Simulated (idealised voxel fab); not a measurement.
Documented hereafter: the process module known as voxel capacitor over wiring.
Pictured: cross-section cut, 145 nm wide, on a grid of 5 nm square cells.
Heads up, the way a cross-section reads in here is a grid of square cells, handed over as bands from the top down, with every band being one or more rows of cells.
Band: top height; bottom height; in nm. Then, left to right: material with width in nm, for each material. "all across": a single material spanning edge to edge. "blank": empty space.
Height is counted from the level 0, under which the received wafer is composed throughout of one material. The lowest of the bands is not closed at the bottom but continues downward, in the notation "0 and below".
Think of "30..40" as a width that walks from the first number to the second as you go down the band, top row to bottom row, taking equal-sized steps from row to row.
The cross-section has no changed cell in any step marked "nothing got changed".
Reported under the label "Enclosed void listing" are the empty spaces having no open way to the top and comprising 8 cells or more; the notation for each is width x height at distance, in which the distance is measured from the left edge and all three values are in nm.
after a step's settings: what the simulator itself notes on the step
The line of a step may include "overlay nm". On a step with a mask, this value is how far to the right of its planned place the mask lay. A negative value means the mask lay to the left.
Pairs, read this way: before one process step on the one hand, after it on the other, the after cross-section ending at the lowest band that changed; the step between, settings included, beneath. Same starting wafer throughout, but possibly different runs of this module, so no pair continues from the pair above unless its entry headed "Pre-step condition" says so.
Pre-step condition:
65 down to 55  aC all across
55 down to 35  SiO2 all across
35 down to 30  SiCN all across
30 down to 20  15 of SiO2, then 5 of TiN, then 20 of W, then 5 of TiN, then 55 of SiO2, then 5 of TiN, then 20 of W, then 5 of TiN, then 15 of SiO2
20 down to 15  15 of SiO2, then 10 of TiN, then 10 of W, then 10 of TiN, then 55 of SiO2, then 10 of TiN, then 10 of W, then 10 of TiN, then 15 of SiO2
15 down to 10  20 of SiN, then 20 of TiN, then 65 of SiN, then 20 of TiN, then 20 of SiN
10 down to 0  SiO2 all across
0 and below  Si all across
Enclosed void listing: none
Cut View, Post-Step:
90 down to 65  25 of resist, then 15 of blank, then 105 of resist
Rest of section, below 65: as before.
Enclosed void listing: none
Transition step, before and after shown above: PATTERN with tone open, mask id PLUG_1, material resist, width nm 15, thk nm 25, overlay nm 0
Pre-step condition: The structure entering this step is exactly what the pair just above shows after its step.
Cut View, Post-Step:
80 down to 65  25 of resist, then 15 of blank, then 105 of resist
65 down to 55  25 of aC, then 15 of blank, then 105 of aC
Rest of section, below 55: as before.
Enclosed void listing: none
Transition step, before and after shown above: DIRECTIONAL_ETCH with etch materials aC, depth nm 10
Pre-step condition: The structure entering this step is exactly what the pair just above shows after its step.
Cut View, Post-Step:
65 down to 55  25 of aC, then 15 of blank, then 105 of aC
Rest of section, below 55: as before.
Enclosed void listing: none
Transition step, before and after shown above: STRIP with etch materials resist
Pre-step condition: The structure entering this step is exactly what the pair just above shows after its step.
Cut View, Post-Step:
65 down to 55  25 of aC, then 15 of blank, then 105 of aC
55 down to 35  25 of SiO2, then 15 of blank, then 105 of SiO2
Rest of section, below 35: as before.
Enclosed void listing: none
Transition step, before and after shown above: DIRECTIONAL_ETCH with etch materials SiO2, depth nm 20
Pre-step condition: The structure entering this step is exactly what the pair just above shows after its step.
Cut View, Post-Step:
65 down to 55  25 of aC, then 15 of blank, then 105 of aC
55 down to 35  25 of SiO2, then 15 of blank, then 105 of SiO2
35 down to 30  25 of SiCN, then 15 of blank, then 105 of SiCN
Rest of section, below 30: as before.
Enclosed void listing: none
Transition step, before and after shown above: DIRECTIONAL_ETCH with etch materials SiCN, depth nm 5
Pre-step condition: The structure entering this step is exactly what the pair just above shows after its step.
Cut View, Post-Step:
55 down to 35  25 of SiO2, then 15 of blank, then 105 of SiO2
Rest of section, below 35: as before.
Enclosed void listing: none
Transition step, before and after shown above: STRIP with etch materials aC
Pre-step condition: The structure entering this step is exactly what the pair just above shows after its step.
Cut View, Post-Step:
55 down to 40  25 of SiO2, then 15 of blank, then 105 of SiO2
40 down to 35  25 of SiO2, then 15 of Ru, then 105 of SiO2
35 down to 30  25 of SiCN, then 15 of Ru, then 105 of SiCN
Rest of section, below 30: as before.
Enclosed void listing: none
Transition step, before and after shown above: EPI with material Ru, thk nm 10
Pre-step condition: The structure entering this step is exactly what the pair just above shows after its step.
Cut View, Post-Step:
55 down to 50  25 of SiO2, then 15 of blank, then 105 of SiO2
50 down to 35  25 of SiO2, then 15 of Ru, then 105 of SiO2
Rest of section, below 35: as before.
Enclosed void listing: none
Transition step, before and after shown above: EPI with material Ru, thk nm 10
Pre-step condition: The structure entering this step is exactly what the pair just above shows after its step.
Cut View, Post-Step:
55 down to 35  25 of SiO2, then 15 of Ru, then 105 of SiO2
Rest of section, below 35: as before.
Enclosed void listing: none
Transition step, before and after shown above: EPI with material Ru, thk nm 5
Pre-step condition: The structure entering this step is exactly what the pair just above shows after its step.
Cut View, Post-Step:
60 down to 55  TiN all across
Rest of section, below 55: as before.
Enclosed void listing: none
Transition step, before and after shown above: DIRECTIONAL_DEP with material TiN, thk nm 5
Pre-step condition: The structure entering this step is exactly what the pair just above shows after its step.
Cut View, Post-Step:
65 down to 60  SiN all across
Rest of section, below 60: as before.
Enclosed void listing: none
Transition step, before and after shown above: DIRECTIONAL_DEP with material SiN, thk nm 5
Pre-step condition: The structure entering this step is exactly what the pair just above shows after its step.
Cut View, Post-Step:
75 down to 65  TiN all across
Rest of section, below 65: as before.
Enclosed void listing: none
Transition step, before and after shown above: DIRECTIONAL_DEP with material TiN, thk nm 10
Pre-step condition: The structure entering this step is exactly what the pair just above shows after its step.
Cut View, Post-Step:
75 down to 65  25 of blank, then 70 of TiN, then 50 of blank
Rest of section, below 65: as before.
Enclosed void listing: none
Transition step, before and after shown above: MASKED_ETCH with tone cover, mask id UPPER_PLATE, width nm 70, etch materials TiN, depth nm 10, overlay nm 0
Pre-step condition: The structure entering this step is exactly what the pair just above shows after its step.
Cut View, Post-Step:
75 down to 65  25 of blank, then 70 of TiN, then 50 of blank
65 down to 60  25 of blank, then 70 of SiN, then 50 of blank
Rest of section, below 60: as before.
Enclosed void listing: none
Transition step, before and after shown above: MASKED_ETCH with tone cover, mask id UPPER_PLATE, width nm 70, etch materials SiN, depth nm 5, overlay nm 0
Pre-step condition: The structure entering this step is exactly what the pair just above shows after its step.
Cut View, Post-Step:
90 down to 75  25 of blank, then 70 of aC, then 50 of blank
75 down to 65  25 of aC, then 70 of TiN, then 50 of aC
65 down to 60  25 of aC, then 70 of SiN, then 50 of aC
Rest of section, below 60: as before.
Enclosed void listing: none
Transition step, before and after shown above: DIRECTIONAL_DEP with material aC, thk nm 15
Pre-step condition: The structure entering this step is exactly what the pair just above shows after its step.
Cut View, Post-Step:
125 down to 90  20 of blank, then 80 of resist, then 45 of blank
90 down to 75  20 of blank, then 5 of resist, then 70 of aC, then 5 of resist, then 45 of blank
Rest of section, below 75: as before.
Enclosed void listing: none
Transition step, before and after shown above: PATTERN with tone cover, mask id LOWER_PLATE, material resist, width nm 80, thk nm 35, overlay nm 0
Pre-step condition: The structure entering this step is exactly what the pair just above shows after its step.
Cut View, Post-Step:
110 down to 90  20 of blank, then 80 of resist, then 45 of blank
90 down to 75  20 of blank, then 5 of resist, then 70 of aC, then 5 of resist, then 45 of blank
75 down to 65  20 of blank, then 5 of aC, then 70 of TiN, then 5 of aC, then 45 of blank
65 down to 60  20 of blank, then 5 of aC, then 70 of SiN, then 5 of aC, then 45 of blank
Rest of section, below 60: as before.
Enclosed void listing: none
Transition step, before and after shown above: DIRECTIONAL_ETCH with etch materials aC, depth nm 15
Pre-step condition: The structure entering this step is exactly what the pair just above shows after its step.
Cut View, Post-Step:
90 down to 75  25 of blank, then 70 of aC, then 50 of blank
Rest of section, below 75: as before.
Enclosed void listing: none
Transition step, before and after shown above: STRIP with etch materials resist
Pre-step condition: The structure entering this step is exactly what the pair just above shows after its step.
Cut View, Post-Step:
90 down to 75  25 of blank, then 70 of aC, then 50 of blank
75 down to 65  20 of blank, then 5 of aC, then 70 of TiN, then 5 of aC, then 45 of blank
65 down to 60  20 of blank, then 5 of aC, then 70 of SiN, then 5 of aC, then 45 of blank
60 down to 55  20 of blank, then 80 of TiN, then 45 of blank
Rest of section, below 55: as before.
Enclosed void listing: none
Transition step, before and after shown above: DIRECTIONAL_ETCH with etch materials TiN, depth nm 5
Pre-step condition: The structure entering this step is exactly what the pair just above shows after its step.
Cut View, Post-Step:
75 down to 65  25 of blank, then 70 of TiN, then 50 of blank
65 down to 60  25 of blank, then 70 of SiN, then 50 of blank
Rest of section, below 60: as before.
Enclosed void listing: none
Transition step, before and after shown above: STRIP with etch materials aC
Pre-step condition: The structure entering this step is exactly what the pair just above shows after its step.
Cut View, Post-Step:
90 down to 75  SiO2 all across
75 down to 65  25 of SiO2, then 70 of TiN, then 50 of SiO2
65 down to 60  25 of SiO2, then 70 of SiN, then 50 of SiO2
60 down to 55  20 of SiO2, then 80 of TiN, then 45 of SiO2
Rest of section, below 55: as before.
Enclosed void listing: none
Transition step, before and after shown above: FILL_DEP with material SiO2, thk nm 15
Pre-step condition: The structure entering this step is exactly what the pair just above shows after its step.
Cut View, Post-Step:
85 down to 75  SiO2 all across
Rest of section, below 75: as before.
Enclosed void listing: none
Transition step, before and after shown above: CMP with height nm 85
Pre-step condition: The structure entering this step is exactly what the pair just above shows after its step.
Cut View, Post-Step:
85 down to 75  35 of SiO2, then 15 of blank, then 95 of SiO2
Rest of section, below 75: as before.
Enclosed void listing: none
Transition step, before and after shown above: MASKED_ETCH with tone open, mask id PLUG_2, width nm 15, etch materials SiO2, depth nm 10, overlay nm 0
Pre-step condition: The structure entering this step is exactly what the pair just above shows after its step.
Cut View, Post-Step:
90 down to 85  40 of TiN, then 5 of blank, then 100 of TiN
85 down to 80  35 of SiO2, then 5 of TiN, then 5 of blank, then 5 of TiN, then 95 of SiO2
80 down to 75  35 of SiO2, then 15 of TiN, then 95 of SiO2
Rest of section, below 75: as before.
Enclosed void listing: none
Transition step, before and after shown above: CONFORMAL_DEP with material TiN, thk nm 5
Pre-step condition: The structure entering this step is exactly what the pair just above shows after its step.
Cut View, Post-Step:
95 down to 90  Cu all across
90 down to 85  40 of TiN, then 5 of Cu, then 100 of TiN
85 down to 80  35 of SiO2, then 5 of TiN, then 5 of Cu, then 5 of TiN, then 95 of SiO2
Rest of section, below 80: as before.
Enclosed void listing: none
Transition step, before and after shown above: FILL_DEP with material Cu, thk nm 5
Pre-step condition: The structure entering this step is exactly what the pair just above shows after its step.
Cut View, Post-Step:
85 down to 80  35 of SiO2, then 5 of TiN, then 5 of Cu, then 5 of TiN, then 95 of SiO2
Rest of section, below 80: as before.
Enclosed void listing: none
Transition step, before and after shown above: CMP with height nm 85
Pre-step condition: The structure entering this step is exactly what the pair just above shows after its step.
Cut View, Post-Step:
90 down to 85  SiCN all across
Rest of section, below 85: as before.
Enclosed void listing: none
Transition step, before and after shown above: CONFORMAL_DEP with material SiCN, thk nm 5
Pre-step condition:
75 down to 65  25 of blank, then 70 of TiN, then 50 of blank
65 down to 60  SiN all across
60 down to 55  TiN all across
55 down to 35  25 of SiO2, then 15 of Ru, then 105 of SiO2
35 down to 30  25 of SiCN, then 15 of Ru, then 105 of SiCN
30 down to 15  20 of SiO2, then 5 of TiN, then 10 of W, then 5 of TiN, then 65 of SiO2, then 5 of TiN, then 10 of W, then 5 of TiN, then 20 of SiO2
15 down to 10  20 of SiN, then 20 of TiN, then 65 of SiN, then 20 of TiN, then 20 of SiN
10 down to 0  SiO2 all across
0 and below  Si all across
Enclosed void listing: none
Cut View, Post-Step:
75 down to 65  25 of blank, then 70 of TiN, then 50 of blank
65 down to 60  25 of blank, then 80 of SiN, then 40 of blank
Rest of section, below 60: as before.
Enclosed void listing: none
Transition step, before and after shown above: MASKED_ETCH with tone cover, mask id UPPER_PLATE, width nm 70, etch materials SiN, depth nm 5, overlay nm 10
Pre-step condition: The structure entering this step is exactly what the pair just above shows after its step.
Cut View, Post-Step:
90 down to 80  25 of blank, then 70 of aC, then 50 of blank
80 down to 75  25 of blank, then 80 of aC, then 40 of blank
75 down to 65  25 of aC, then 70 of TiN, then 50 of aC
65 down to 60  25 of aC, then 80 of SiN, then 40 of aC
Rest of section, below 60: as before.
Enclosed void listing: none
Transition step, before and after shown above: DIRECTIONAL_DEP with material aC, thk nm 15
Pre-step condition: The structure entering this step is exactly what the pair just above shows after its step.
Cut View, Post-Step:
125 down to 90  20 of blank, then 80 of resist, then 45 of blank
90 down to 80  20 of blank, then 5 of resist, then 70 of aC, then 5 of resist, then 45 of blank
80 down to 75  20 of blank, then 5 of resist, then 80 of aC, then 40 of blank
Rest of section, below 75: as before.
Enclosed void listing: none
Transition step, before and after shown above: PATTERN with tone cover, mask id LOWER_PLATE, material resist, width nm 80, thk nm 35, overlay nm 0
Pre-step condition: The structure entering this step is exactly what the pair just above shows after its step.
Cut View, Post-Step:
110 down to 90  20 of blank, then 80 of resist, then 45 of blank
90 down to 80  20 of blank, then 5 of resist, then 70 of aC, then 5 of resist, then 45 of blank
80 down to 75  20 of blank, then 5 of resist, then 75 of aC, then 45 of blank
75 down to 65  20 of blank, then 5 of aC, then 70 of TiN, then 5 of aC, then 45 of blank
65 down to 60  20 of blank, then 5 of aC, then 80 of SiN, then 40 of blank
Rest of section, below 60: as before.
Enclosed void listing: none
Transition step, before and after shown above: DIRECTIONAL_ETCH with etch materials aC, depth nm 15
Pre-step condition: The structure entering this step is exactly what the pair just above shows after its step.
Cut View, Post-Step:
90 down to 80  25 of blank, then 70 of aC, then 50 of blank
80 down to 75  25 of blank, then 75 of aC, then 45 of blank
Rest of section, below 75: as before.
Enclosed void listing: none
Transition step, before and after shown above: STRIP with etch materials resist
Pre-step condition: The structure entering this step is exactly what the pair just above shows after its step.
Cut View, Post-Step:
90 down to 80  25 of blank, then 70 of aC, then 50 of blank
80 down to 75  25 of blank, then 75 of aC, then 45 of blank
75 down to 65  20 of blank, then 5 of aC, then 70 of TiN, then 5 of aC, then 45 of blank
65 down to 60  20 of blank, then 5 of aC, then 80 of SiN, then 40 of blank
60 down to 55  20 of blank, then 85 of TiN, then 40 of blank
Rest of section, below 55: as before.
Enclosed void listing: none
Transition step, before and after shown above: DIRECTIONAL_ETCH with etch materials TiN, depth nm 5
Pre-step condition: The structure entering this step is exactly what the pair just above shows after its step.
Cut View, Post-Step:
75 down to 65  25 of blank, then 70 of TiN, then 50 of blank
65 down to 60  25 of blank, then 80 of SiN, then 40 of blank
Rest of section, below 60: as before.
Enclosed void listing: none
Transition step, before and after shown above: STRIP with etch materials aC
Pre-step condition: The structure entering this step is exactly what the pair just above shows after its step.
Cut View, Post-Step:
90 down to 75  SiO2 all across
75 down to 65  25 of SiO2, then 70 of TiN, then 50 of SiO2
65 down to 60  25 of SiO2, then 80 of SiN, then 40 of SiO2
60 down to 55  20 of SiO2, then 85 of TiN, then 40 of SiO2
Rest of section, below 55: as before.
Enclosed void listing: none
Transition step, before and after shown above: FILL_DEP with material SiO2, thk nm 15
Pre-step condition: The structure entering this step is exactly what the pair just above shows after its step.
Cut View, Post-Step:
85 down to 75  SiO2 all across
Rest of section, below 75: as before.
Enclosed void listing: none
Transition step, before and after shown above: CMP with height nm 85
Pre-step condition: The structure entering this step is exactly what the pair just above shows after its step.
Cut View, Post-Step:
85 down to 75  35 of SiO2, then 15 of blank, then 95 of SiO2
Rest of section, below 75: as before.
Enclosed void listing: none
Transition step, before and after shown above: MASKED_ETCH with tone open, mask id PLUG_2, width nm 15, etch materials SiO2, depth nm 10, overlay nm 0
Pre-step condition: The structure entering this step is exactly what the pair just above shows after its step.
Cut View, Post-Step:
90 down to 85  40 of TiN, then 5 of blank, then 100 of TiN
85 down to 80  35 of SiO2, then 5 of TiN, then 5 of blank, then 5 of TiN, then 95 of SiO2
80 down to 75  35 of SiO2, then 15 of TiN, then 95 of SiO2
Rest of section, below 75: as before.
Enclosed void listing: none
Transition step, before and after shown above: CONFORMAL_DEP with material TiN, thk nm 5
Pre-step condition: The structure entering this step is exactly what the pair just above shows after its step.
Cut View, Post-Step:
95 down to 90  Cu all across
90 down to 85  40 of TiN, then 5 of Cu, then 100 of TiN
85 down to 80  35 of SiO2, then 5 of TiN, then 5 of Cu, then 5 of TiN, then 95 of SiO2
Rest of section, below 80: as before.
Enclosed void listing: none
Transition step, before and after shown above: FILL_DEP with material Cu, thk nm 5
Pre-step condition: The structure entering this step is exactly what the pair just above shows after its step.
Cut View, Post-Step:
85 down to 80  35 of SiO2, then 5 of TiN, then 5 of Cu, then 5 of TiN, then 95 of SiO2
Rest of section, below 80: as before.
Enclosed void listing: none
Transition step, before and after shown above: CMP with height nm 85
Pre-step condition: The structure entering this step is exactly what the pair just above shows after its step.
Cut View, Post-Step:
90 down to 85  SiCN all across
Rest of section, below 85: as before.
Enclosed void listing: none
Transition step, before and after shown above: CONFORMAL_DEP with material SiCN, thk nm 5
Pre-step condition:
75 down to 65  25 of blank, then 70 of TiN, then 50 of blank
65 down to 60  25 of blank, then 70 of SiN, then 50 of blank
60 down to 55  TiN all across
55 down to 35  25 of SiO2, then 15 of Ru, then 105 of SiO2
35 down to 30  25 of SiCN, then 15 of Ru, then 105 of SiCN
30 down to 15  20 of SiO2, then 5 of TiN, then 10 of W, then 5 of TiN, then 65 of SiO2, then 5 of TiN, then 10 of W, then 5 of TiN, then 20 of SiO2
15 down to 10  20 of SiN, then 20 of TiN, then 65 of SiN, then 20 of TiN, then 20 of SiN
10 down to 0  SiO2 all across
0 and below  Si all across
Enclosed void listing: none
Cut View, Post-Step:
90 down to 75  25 of blank, then 70 of Cu, then 50 of blank
75 down to 65  25 of Cu, then 70 of TiN, then 50 of Cu
65 down to 60  25 of Cu, then 70 of SiN, then 50 of Cu
Rest of section, below 60: as before.
Enclosed void listing: none
Transition step, before and after shown above: DIRECTIONAL_DEP with material Cu, thk nm 15
Pre-step condition: The structure entering this step is exactly what the pair just above shows after its step.
Cut View, Post-Step:
125 down to 90  20 of blank, then 80 of resist, then 45 of blank
90 down to 75  20 of blank, then 5 of resist, then 70 of Cu, then 5 of resist, then 45 of blank
Rest of section, below 75: as before.
Enclosed void listing: none
Transition step, before and after shown above: PATTERN with tone cover, mask id LOWER_PLATE, material resist, width nm 80, thk nm 35, overlay nm 0
Pre-step condition: The structure entering this step is exactly what the pair just above shows after its step.
Cut View, Post-Step:
110 down to 90  20 of blank, then 80 of resist, then 45 of blank
Rest of section, below 90: as before.
Enclosed void listing: none
Transition step, before and after shown above: DIRECTIONAL_ETCH with etch materials aC, depth nm 15
Pre-step condition: The structure entering this step is exactly what the pair just above shows after its step.
Cut View, Post-Step:
90 down to 75  25 of blank, then 70 of Cu, then 50 of blank
Rest of section, below 75: as before.
Enclosed void listing: none
Transition step, before and after shown above: STRIP with etch materials resist
Pre-step condition: The structure entering this step is exactly what the pair just above shows after its step.
Cut View, Post-Step:
105 down to 90  SiO2 all across
90 down to 75  25 of SiO2, then 70 of Cu, then 50 of SiO2
Rest of section, below 75: as before.
Enclosed void listing: none
Transition step, before and after shown above: FILL_DEP with material SiO2, thk nm 15
Pre-step condition: The structure entering this step is exactly what the pair just above shows after its step.
Cut View, Post-Step:
85 down to 75  25 of SiO2, then 70 of Cu, then 50 of SiO2
Rest of section, below 75: as before.
Enclosed void listing: none
Transition step, before and after shown above: CMP with height nm 85
Pre-step condition: The structure entering this step is exactly what the pair just above shows after its step.
Cut View, Post-Step:
90 down to 85  TiN all across
Rest of section, below 85: as before.
Enclosed void listing: none
Transition step, before and after shown above: CONFORMAL_DEP with material TiN, thk nm 5
Pre-step condition: The structure entering this step is exactly what the pair just above shows after its step.
Cut View, Post-Step:
95 down to 90  Cu all across
Rest of section, below 90: as before.
Enclosed void listing: none
Transition step, before and after shown above: FILL_DEP with material Cu, thk nm 5
Pre-step condition: The structure entering this step is exactly what the pair just above shows after its step.
Cut View, Post-Step:
85 down to 75  25 of SiO2, then 70 of Cu, then 50 of SiO2
Rest of section, below 75: as before.
Enclosed void listing: none
Transition step, before and after shown above: CMP with height nm 85
Pre-step condition: The structure entering this step is exactly what the pair just above shows after its step.
Cut View, Post-Step:
90 down to 85  SiCN all across
Rest of section, below 85: as before.
Enclosed void listing: none
Transition step, before and after shown above: CONFORMAL_DEP with material SiCN, thk nm 5
Pre-step condition:
30 down to 15  SiO2 all across
15 down to 10  SiN all across
10 down to 0  SiO2 all across
0 and below  Si all across
Enclosed void listing: none
Cut View, Post-Step:
30 down to 15  20 of blank, then 20 of SiO2, then 65 of blank, then 20 of SiO2, then 20 of blank
Rest of section, below 15: as before.
Enclosed void listing: none
Transition step, before and after shown above: MASKED_ETCH with tone cover, mask id METAL_1, width nm 20, pitch nm 85, etch materials SiO2, depth nm 15, overlay nm 0
Pre-step condition: The structure entering this step is exactly what the pair just above shows after its step.
Cut View, Post-Step:
35 down to 30  15 of blank, then 30 of TiN, then 55 of blank, then 30 of TiN, then 15 of blank
30 down to 20  15 of blank, then 5 of TiN, then 20 of SiO2, then 5 of TiN, then 55 of blank, then 5 of TiN, then 20 of SiO2, then 5 of TiN, then 15 of blank
20 down to 15  20 of TiN, then 20 of SiO2, then 65 of TiN, then 20 of SiO2, then 20 of TiN
Rest of section, below 15: as before.
Enclosed void listing: none
Transition step, before and after shown above: CONFORMAL_DEP with material TiN, thk nm 5
Pre-step condition: The structure entering this step is exactly what the pair just above shows after its step.
Cut View, Post-Step:
45 down to 35  W all across
35 down to 30  15 of W, then 30 of TiN, then 55 of W, then 30 of TiN, then 15 of W
30 down to 20  15 of W, then 5 of TiN, then 20 of SiO2, then 5 of TiN, then 55 of W, then 5 of TiN, then 20 of SiO2, then 5 of TiN, then 15 of W
Rest of section, below 20: as before.
Enclosed void listing: none
Transition step, before and after shown above: FILL_DEP with material W, thk nm 10
Pre-step condition: The structure entering this step is exactly what the pair just above shows after its step.
Cut View, Post-Step:
30 down to 20  15 of W, then 5 of TiN, then 20 of SiO2, then 5 of TiN, then 55 of W, then 5 of TiN, then 20 of SiO2, then 5 of TiN, then 15 of W
Rest of section, below 20: as before.
Enclosed void listing: none
Transition step, before and after shown above: CMP with height nm 30
Pre-step condition: The structure entering this step is exactly what the pair just above shows after its step.
Cut View, Post-Step:
35 down to 30  SiCN all across
Rest of section, below 30: as before.
Enclosed void listing: none
Transition step, before and after shown above: CONFORMAL_DEP with material SiCN, thk nm 5
Pre-step condition: The structure entering this step is exactly what the pair just above shows after its step.
Cut View, Post-Step:
55 down to 35  SiO2 all across
Rest of section, below 35: as before.
Enclosed void listing: none
Transition step, before and after shown above: DIRECTIONAL_DEP with material SiO2, thk nm 20
Pre-step condition: The structure entering this step is exactly what the pair just above shows after its step.
Cut View, Post-Step:
65 down to 55  aC all across
Rest of section, below 55: as before.
Enclosed void listing: none
Transition step, before and after shown above: DIRECTIONAL_DEP with material aC, thk nm 10
Pre-step condition: The structure entering this step is exactly what the pair just above shows after its step.
Cut View, Post-Step:
90 down to 65  25 of resist, then 15 of blank, then 105 of resist
Rest of section, below 65: as before.
Enclosed void listing: none
Transition step, before and after shown above: PATTERN with tone open, mask id PLUG_1, material resist, width nm 15, thk nm 25, overlay nm 0
Pre-step condition: The structure entering this step is exactly what the pair just above shows after its step.
Cut View, Post-Step:
80 down to 65  25 of resist, then 15 of blank, then 105 of resist
65 down to 55  25 of aC, then 15 of blank, then 105 of aC
Rest of section, below 55: as before.
Enclosed void listing: none
Transition step, before and after shown above: DIRECTIONAL_ETCH with etch materials aC, depth nm 10
Pre-step condition: The structure entering this step is exactly what the pair just above shows after its step.
Cut View, Post-Step:
65 down to 55  25 of aC, then 15 of blank, then 105 of aC
Rest of section, below 55: as before.
Enclosed void listing: none
Transition step, before and after shown above: STRIP with etch materials resist
Pre-step condition: The structure entering this step is exactly what the pair just above shows after its step.
Cut View, Post-Step:
65 down to 55  25 of aC, then 15 of blank, then 105 of aC
55 down to 35  25 of SiO2, then 15 of blank, then 105 of SiO2
Rest of section, below 35: as before.
Enclosed void listing: none
Transition step, before and after shown above: DIRECTIONAL_ETCH with etch materials SiO2, depth nm 20
Pre-step condition: The structure entering this step is exactly what the pair just above shows after its step.
Cut View, Post-Step:
65 down to 55  25 of aC, then 15 of blank, then 105 of aC
55 down to 35  25 of SiO2, then 15 of blank, then 105 of SiO2
35 down to 30  25 of SiCN, then 15 of blank, then 105 of SiCN
Rest of section, below 30: as before.
Enclosed void listing: none
Transition step, before and after shown above: DIRECTIONAL_ETCH with etch materials SiCN, depth nm 5
Pre-step condition: The structure entering this step is exactly what the pair just above shows after its step.
Cut View, Post-Step:
55 down to 35  25 of SiO2, then 15 of blank, then 105 of SiO2
Rest of section, below 35: as before.
Enclosed void listing: none
Transition step, before and after shown above: STRIP with etch materials aC
Pre-step condition: The structure entering this step is exactly what the pair just above shows after its step.
Cut View, Post-Step:
60 down to 55  25 of TiN, then 15 of blank, then 105 of TiN
55 down to 35  25 of SiO2, then 15 of blank, then 105 of SiO2
35 down to 30  25 of SiCN, then 15 of TiN, then 105 of SiCN
Rest of section, below 30: as before.
Enclosed void listing: none
Transition step, before and after shown above: DIRECTIONAL_DEP with material TiN, thk nm 5
Pre-step condition: The structure entering this step is exactly what the pair just above shows after its step.
Cut View, Post-Step:
65 down to 60  25 of SiN, then 15 of blank, then 105 of SiN
60 down to 55  25 of TiN, then 15 of blank, then 105 of TiN
55 down to 40  25 of SiO2, then 15 of blank, then 105 of SiO2
40 down to 35  25 of SiO2, then 15 of SiN, then 105 of SiO2
Rest of section, below 35: as before.
Enclosed void listing: none
Transition step, before and after shown above: DIRECTIONAL_DEP with material SiN, thk nm 5
Pre-step condition: The structure entering this step is exactly what the pair just above shows after its step.
Cut View, Post-Step:
75 down to 65  25 of TiN, then 15 of blank, then 105 of TiN
65 down to 60  25 of SiN, then 15 of blank, then 105 of SiN
60 down to 55  25 of TiN, then 15 of blank, then 105 of TiN
55 down to 50  25 of SiO2, then 15 of blank, then 105 of SiO2
50 down to 40  25 of SiO2, then 15 of TiN, then 105 of SiO2
Rest of section, below 40: as before.
Enclosed void listing: none
Transition step, before and after shown above: DIRECTIONAL_DEP with material TiN, thk nm 10
Pre-step condition: The structure entering this step is exactly what the pair just above shows after its step.
Cut View, Post-Step:
75 down to 65  40 of blank, then 55 of TiN, then 50 of blank
Rest of section, below 65: as before.
Enclosed void listing: none
Transition step, before and after shown above: MASKED_ETCH with tone cover, mask id UPPER_PLATE, width nm 70, etch materials TiN, depth nm 10, overlay nm 0
Pre-step condition: The structure entering this step is exactly what the pair just above shows after its step.
Cut View, Post-Step:
75 down to 65  40 of blank, then 55 of TiN, then 50 of blank
65 down to 60  40 of blank, then 55 of SiN, then 50 of blank
Rest of section, below 60: as before.
Enclosed void listing: none
Transition step, before and after shown above: MASKED_ETCH with tone cover, mask id UPPER_PLATE, width nm 70, etch materials SiN, depth nm 5, overlay nm 0
Pre-step condition: The structure entering this step is exactly what the pair just above shows after its step.
Cut View, Post-Step:
90 down to 75  40 of blank, then 55 of aC, then 50 of blank
75 down to 65  25 of aC, then 15 of blank, then 55 of TiN, then 50 of aC
65 down to 60  40 of aC, then 55 of SiN, then 50 of aC
60 down to 55  25 of TiN, then 15 of aC, then 105 of TiN
55 down to 50  25 of SiO2, then 15 of aC, then 105 of SiO2
Rest of section, below 50: as before.
Enclosed void listing: none
Transition step, before and after shown above: DIRECTIONAL_DEP with material aC, thk nm 15
Pre-step condition: The structure entering this step is exactly what the pair just above shows after its step.
Cut View, Post-Step:
125 down to 90  20 of blank, then 80 of resist, then 45 of blank
90 down to 75  20 of blank, then 20 of resist, then 55 of aC, then 5 of resist, then 45 of blank
75 down to 65  25 of aC, then 15 of resist, then 55 of TiN, then 50 of aC
Rest of section, below 65: as before.
Enclosed void listing: none
Transition step, before and after shown above: PATTERN with tone cover, mask id LOWER_PLATE, material resist, width nm 80, thk nm 35, overlay nm 0
Pre-step condition: The structure entering this step is exactly what the pair just above shows after its step.
Cut View, Post-Step:
110 down to 90  20 of blank, then 80 of resist, then 45 of blank
90 down to 75  20 of blank, then 20 of resist, then 55 of aC, then 5 of resist, then 45 of blank
75 down to 65  20 of blank, then 5 of aC, then 15 of resist, then 55 of TiN, then 5 of aC, then 45 of blank
65 down to 60  20 of blank, then 20 of aC, then 55 of SiN, then 5 of aC, then 45 of blank
Rest of section, below 60: as before.
Enclosed void listing: none
Transition step, before and after shown above: DIRECTIONAL_ETCH with etch materials aC, depth nm 15
Pre-step condition: The structure entering this step is exactly what the pair just above shows after its step.
Cut View, Post-Step:
90 down to 75  40 of blank, then 55 of aC, then 50 of blank
75 down to 65  20 of blank, then 5 of aC, then 15 of blank, then 55 of TiN, then 5 of aC, then 45 of blank
Rest of section, below 65: as before.
Enclosed void listing: none
Transition step, before and after shown above: STRIP with etch materials resist
Pre-step condition: The structure entering this step is exactly what the pair just above shows after its step.
Cut View, Post-Step:
90 down to 75  40 of blank, then 55 of aC, then 50 of blank
75 down to 65  20 of blank, then 5 of aC, then 15 of blank, then 55 of TiN, then 5 of aC, then 45 of blank
65 down to 60  20 of blank, then 20 of aC, then 55 of SiN, then 5 of aC, then 45 of blank
60 down to 55  20 of blank, then 5 of TiN, then 15 of aC, then 60 of TiN, then 45 of blank
Rest of section, below 55: as before.
Enclosed void listing: none
Transition step, before and after shown above: DIRECTIONAL_ETCH with etch materials TiN, depth nm 5
Pre-step condition: The structure entering this step is exactly what the pair just above shows after its step.
Cut View, Post-Step:
75 down to 65  40 of blank, then 55 of TiN, then 50 of blank
65 down to 60  40 of blank, then 55 of SiN, then 50 of blank
60 down to 55  20 of blank, then 5 of TiN, then 15 of blank, then 60 of TiN, then 45 of blank
55 down to 50  25 of SiO2, then 15 of blank, then 105 of SiO2
Rest of section, below 50: as before.
Enclosed void listing: none
Transition step, before and after shown above: STRIP with etch materials aC
Pre-step condition: The structure entering this step is exactly what the pair just above shows after its step.
Cut View, Post-Step:
90 down to 75  SiO2 all across
75 down to 65  40 of SiO2, then 55 of TiN, then 50 of SiO2
65 down to 60  40 of SiO2, then 55 of SiN, then 50 of SiO2
60 down to 55  20 of SiO2, then 5 of TiN, then 15 of SiO2, then 60 of TiN, then 45 of SiO2
55 down to 50  SiO2 all across
Rest of section, below 50: as before.
Enclosed void listing: none
Transition step, before and after shown above: FILL_DEP with material SiO2, thk nm 15
Pre-step condition: The structure entering this step is exactly what the pair just above shows after its step.
Cut View, Post-Step:
85 down to 75  SiO2 all across
Rest of section, below 75: as before.
Enclosed void listing: none
Transition step, before and after shown above: CMP with height nm 85
